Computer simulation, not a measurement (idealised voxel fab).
Process module under the name voxel transistor to metal
Cross-sectional view cut (width: 290 nm; square cell size: 5 nm).
Cross-section = grid of square cells, listed top down in bands; band = one or more rows. First you get the band's top height and its bottom height, in nm, and then the materials it's made of, left to right, with each width in nm. If you see a single material with "throughout", that one covers the band edge to edge. "blank" is empty space. Convention: height 0 is the level below which the wafer, as received, is all one material. The lowest band does not terminate at the bottom but continues downward, represented as "0 down". It should be noted that a width expressed as "30..40" varies in equal increments from row to row of cells within the band, taking the value of the first number at the top row and that of the second number at the bottom row. No cell of the cross-section changed in a step that is given as "remained unchanged". Empty spaces counting at least 8 cells and having no open way to the top are listed in "Tabulated closed voids". The notation width x height at distance is used for each, the distance being from the left edge and all three values in nm. Read whatever lies past the settings on a step's line as the simulator's own remark about the step. overlay nm: where the mask lay relative to plan, measured to the right, on steps with a mask; negatives go left.

Set out below are the planned steps of the process
1. RECEIVE with material Si
2. OXIDIZE with depth nm 5
3. CONFORMAL_DEP with material SiN, thk nm 10
4. PATTERN with tone cover, mask id ACTIVE, material resist, width nm 100, pitch nm 125, thk nm 20, overlay nm 0
5. DIRECTIONAL_ETCH with etch materials SiN, depth nm 10
6. DIRECTIONAL_ETCH with etch materials SiO2, depth nm 5
7. DIRECTIONAL_ETCH with etch materials Si, depth nm 20
8. STRIP with etch materials resist
9. FILL_DEP with material SiO2, thk nm 15
10. CMP with height nm 10
11. SELECTIVE_ETCH with etch materials SiO2, depth nm 10
12. STRIP with etch materials SiN
13. SELECTIVE_ETCH with etch materials SiO2, depth nm 5
14. OXIDIZE with depth nm 5
15. DIRECTIONAL_DEP with material polySi, thk nm 25
16. DIRECTIONAL_DEP with material SiCN, thk nm 10
17. DIRECTIONAL_DEP with material aC, thk nm 15
18. PATTERN with tone cover, mask id GATE, material resist, width nm 20, pitch nm 125, thk nm 35, overlay nm 0
19. DIRECTIONAL_ETCH with etch materials aC, depth nm 15
20. STRIP with etch materials resist
21. DIRECTIONAL_ETCH with etch materials SiCN, depth nm 20
22. DIRECTIONAL_ETCH with etch materials polySi, depth nm 35
23. STRIP with etch materials aC
24. CONFORMAL_DEP with material SiN, thk nm 10
25. DIRECTIONAL_ETCH with etch materials SiN, depth nm 10
26. DIRECTIONAL_ETCH with etch materials SiO2, depth nm 5
27. EPI with material SiGe, thk nm 5
28. FILL_DEP with material SiO2, thk nm 5
29. CMP with height nm 30
30. DIRECTIONAL_DEP with material SiO2, thk nm 15
31. PATTERN with tone open, mask id CONTACT, material resist, width nm 25, thk nm 15, overlay nm 0
32. DIRECTIONAL_ETCH with etch materials SiO2, depth nm 50
33. STRIP with etch materials resist
34. CONFORMAL_DEP with material TiN, thk nm 5
35. FILL_DEP with material W, thk nm 10
36. CMP with height nm 45
37. DIRECTIONAL_DEP with material TiN, thk nm 5
38. DIRECTIONAL_DEP with material W, thk nm 20
39. DIRECTIONAL_DEP with material aC, thk nm 15
40. PATTERN with tone cover, mask id METAL_1, material resist, width nm 15, thk nm 30, overlay nm 0
41. DIRECTIONAL_ETCH with etch materials aC, depth nm 15
42. STRIP with etch materials resist
43. DIRECTIONAL_ETCH with etch materials W, depth nm 20
44. DIRECTIONAL_ETCH with etch materials TiN, depth nm 5
45. STRIP with etch materials aC
46. CONFORMAL_DEP with material SiN, thk nm 5
47. FILL_DEP with material SiO2, thk nm 5
48. CMP with height nm 70
49. CONFORMAL_DEP with material SiN, thk nm 5

The cross-section here shows the wafer as received, i.e. in its state after step 1
> 0 down = Si throughout
> Tabulated closed voids: none

Sectioned view, first of two wafers, at the close of the module, processed as intended in the plan
> 75 to 70 = SiN throughout
> 70 to 50 = 35 nm SiO2, 5 nm SiN, 15 nm W, 5 nm SiN, 40 nm SiO2, 5 nm SiN, 15 nm W, 5 nm SiN, 35 nm SiO2, 5 nm SiN, 15 nm W, 5 nm SiN, 40 nm SiO2, 5 nm SiN, 15 nm W, 5 nm SiN, 40 nm SiO2
> 50 to 45 = 40 nm SiN, 15 nm TiN, 50 nm SiN, 15 nm TiN, 45 nm SiN, 15 nm TiN, 50 nm SiN, 15 nm TiN, 45 nm SiN
> 45 to 35 = 40 nm SiO2, 5 nm TiN, 15 nm W, 5 nm TiN, 30 nm SiO2, 5 nm TiN, 15 nm W, 5 nm TiN, 45 nm SiO2, 5 nm TiN, 15 nm W, 5 nm TiN, 30 nm SiO2, 5 nm TiN, 15 nm W, 5 nm TiN, 45 nm SiO2
> 35 to 30 = 40 nm SiO2, 5 nm TiN, 10 nm W, 10 nm TiN, 30 nm SiO2, 10 nm TiN, 10 nm W, 5 nm TiN, 45 nm SiO2, 5 nm TiN, 10 nm W, 10 nm TiN, 30 nm SiO2, 10 nm TiN, 10 nm W, 5 nm TiN, 45 nm SiO2
> 30 to 20 = 40 nm SiO2, 5 nm TiN, 10 nm W, 5 nm TiN, 10 nm SiN, 20 nm SiCN, 10 nm SiN, 5 nm TiN, 10 nm W, 5 nm TiN, 45 nm SiO2, 5 nm TiN, 10 nm W, 5 nm TiN, 10 nm SiN, 20 nm SiCN, 10 nm SiN, 5 nm TiN, 10 nm W, 5 nm TiN, 45 nm SiO2
> 20 to 0 = 40 nm SiO2, 5 nm TiN, 10 nm W, 5 nm TiN, 10 nm SiN, 20 nm polySi, 10 nm SiN, 5 nm TiN, 10 nm W, 5 nm TiN, 45 nm SiO2, 5 nm TiN, 10 nm W, 5 nm TiN, 10 nm SiN, 20 nm polySi, 10 nm SiN, 5 nm TiN, 10 nm W, 5 nm TiN, 45 nm SiO2
> 0 to -5 = 40 nm SiO2, 20 nm TiN, 10 nm SiN, 20 nm polySi, 10 nm SiN, 20 nm TiN, 45 nm SiO2, 20 nm TiN, 10 nm SiN, 20 nm polySi, 10 nm SiN, 20 nm TiN, 45 nm SiO2
> -5 to -10 = 25 nm SiO2, 35 nm SiGe, 40 nm SiO2, 35 nm SiGe, 15 nm SiO2, 35 nm SiGe, 40 nm SiO2, 35 nm SiGe, 30 nm SiO2
> -10 to -25 = 30 nm SiO2, 100 nm Si, 25 nm SiO2, 100 nm Si, 35 nm SiO2
> -25 down = Si throughout
> Tabulated closed voids: none

Cross-section, second wafer: same start as the first, same plan as the first, one mistake in running it; taken at the end of the module
> 75 to 70 = SiN throughout
> 70 to 50 = 35 nm SiO2, 5 nm SiN, 20 nm W, 5 nm SiN, 35 nm SiO2, 5 nm SiN, 20 nm W, 5 nm SiN, 30 nm SiO2, 5 nm SiN, 20 nm W, 5 nm SiN, 35 nm SiO2, 5 nm SiN, 20 nm W, 5 nm SiN, 35 nm SiO2
> 50 to 45 = 40 nm SiN, 20 nm TiN, 45 nm SiN, 20 nm TiN, 40 nm SiN, 20 nm TiN, 45 nm SiN, 20 nm TiN, 40 nm SiN
> 45 to 35 = 40 nm SiO2, 5 nm TiN, 15 nm W, 5 nm TiN, 30 nm SiO2, 5 nm TiN, 15 nm W, 5 nm TiN, 45 nm SiO2, 5 nm TiN, 15 nm W, 5 nm TiN, 30 nm SiO2, 5 nm TiN, 15 nm W, 5 nm TiN, 45 nm SiO2
> 35 to 30 = 40 nm SiO2, 5 nm TiN, 10 nm W, 10 nm TiN, 30 nm SiO2, 10 nm TiN, 10 nm W, 5 nm TiN, 45 nm SiO2, 5 nm TiN, 10 nm W, 10 nm TiN, 30 nm SiO2, 10 nm TiN, 10 nm W, 5 nm TiN, 45 nm SiO2
> 30 to 20 = 40 nm SiO2, 5 nm TiN, 10 nm W, 5 nm TiN, 10 nm SiN, 20 nm SiCN, 10 nm SiN, 5 nm TiN, 10 nm W, 5 nm TiN, 45 nm SiO2, 5 nm TiN, 10 nm W, 5 nm TiN, 10 nm SiN, 20 nm SiCN, 10 nm SiN, 5 nm TiN, 10 nm W, 5 nm TiN, 45 nm SiO2
> 20 to 0 = 40 nm SiO2, 5 nm TiN, 10 nm W, 5 nm TiN, 10 nm SiN, 20 nm polySi, 10 nm SiN, 5 nm TiN, 10 nm W, 5 nm TiN, 45 nm SiO2, 5 nm TiN, 10 nm W, 5 nm TiN, 10 nm SiN, 20 nm polySi, 10 nm SiN, 5 nm TiN, 10 nm W, 5 nm TiN, 45 nm SiO2
> 0 to -5 = 40 nm SiO2, 20 nm TiN, 10 nm SiN, 20 nm polySi, 10 nm SiN, 20 nm TiN, 45 nm SiO2, 20 nm TiN, 10 nm SiN, 20 nm polySi, 10 nm SiN, 20 nm TiN, 45 nm SiO2
> -5 to -10 = 25 nm SiO2, 35 nm SiGe, 40 nm SiO2, 35 nm SiGe, 15 nm SiO2, 35 nm SiGe, 40 nm SiO2, 35 nm SiGe, 30 nm SiO2
> -10 to -25 = 30 nm SiO2, 100 nm Si, 25 nm SiO2, 100 nm Si, 35 nm SiO2
> -25 down = Si throughout
> Tabulated closed voids: none
Heads up, the wafer didn't run the way we planned it: off-plan run, step 40, actual operation and settings PATTERN with tone cover, mask id METAL_1, material resist, width nm 20, thk nm 30, overlay nm 0
In the final state, the cell counts of the second wafer exceed or fall short of those of the first for the following materials: SiN -4, SiO2 -16, TiN +4, W +16
